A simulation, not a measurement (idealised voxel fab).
Process module in this document: voxel tone inversion
Cross-section cut spans 295 nm and uses square cells 5 nm in size.
Cross-section format: a grid of square cells, given as bands from top to bottom; each band is one or more rows of cells. This entry defines a band. It first specifies the height of the band's top and the height of its bottom in nm, and then specifies the band's materials from left to right, stating each material with its width in nm. The word "all across" identifies a single material that fills the band from edge to edge, while the word "blank" identifies empty space. Height is counted from the level 0, under which the received wafer is composed throughout of one material. The lowest of the bands is not closed at the bottom but continues downward, in the notation "0 down". Top row gets the first number, bottom row gets the second, and each row in between changes by the same step: that is how a band width like "30 to 40" works. The designation "remained unchanged", where it is given for a processing step, indicates that no cell of the cross-section was altered in the course of that step. Closed-off voids of 8+ cells (no open route to the top) go in "Voids, sealed", written width x height at distance from the left edge, in nm. Text after the settings on a step's line: the simulator's own remark on that step. The optional step-line setting "overlay nm" applies to steps with a mask and quantifies how far to the right of its planned location the mask lay, a negative value indicating leftward placement.
# Here's what the planned process steps look like
step 1: RECEIVE [material Si]
step 2: CONFORMAL_DEP [material SiN] [thk nm 10]
step 3: DIRECTIONAL_DEP [material polySi] [thk nm 20]
step 4: PATTERN [tone cover] [mask id POSTS] [material resist] [width nm 20] [pitch nm 50] [thk nm 30] [overlay nm 0]
step 5: DIRECTIONAL_ETCH [etch materials polySi] [depth nm 20]
step 6: STRIP [etch materials resist]
step 7: FILL_DEP [material lowk] [thk nm 10]
step 8: CMP [height nm 30]
step 9: STRIP [etch materials polySi]
step 10: CONFORMAL_DEP [material TiN] [thk nm 5]
step 11: FILL_DEP [material Ru] [thk nm 5]
step 12: CMP [height nm 30]
step 13: CONFORMAL_DEP [material SiCN] [thk nm 5]
# The cross-section here shows the wafer as received, i.e. in its state after step 1
  0 down: Si all across
  Voids, sealed: none
# Run as planned - first of the two wafers cross-sectioned at the end of the module
  35 to 30: SiCN all across
  30 to 15: lowk 110 nm | TiN 5 nm | Ru 10 nm | TiN 5 nm | lowk 30 nm | TiN 5 nm | Ru 10 nm | TiN 5 nm | lowk 115 nm
  15 to 10: lowk 110 nm | TiN 20 nm | lowk 30 nm | TiN 20 nm | lowk 115 nm
  10 to 0: SiN all across
  0 down: Si all across
  Voids, sealed: none
# Same start, same plan as the first wafer - but one mistake in the run. Cross-section of the second of the two at the end of the module
  35 to 30: SiCN all across
  30 to 25: lowk all across
  25 to 5: lowk 110 nm | polySi 20 nm | lowk 30 nm | polySi 20 nm | lowk 115 nm
  5 to 0: SiN all across
  0 down: Si all across
  Voids, sealed: none
what went wrong: step 2 did not use the planned setting and instead ran as CONFORMAL_DEP [material SiN] [thk nm 5]
Final cells, second wafer relative to first, materials higher or lower: Ru: 12 fewer, SiN: 59 fewer, TiN: 20 fewer, lowk: 59 more, polySi: 32 more
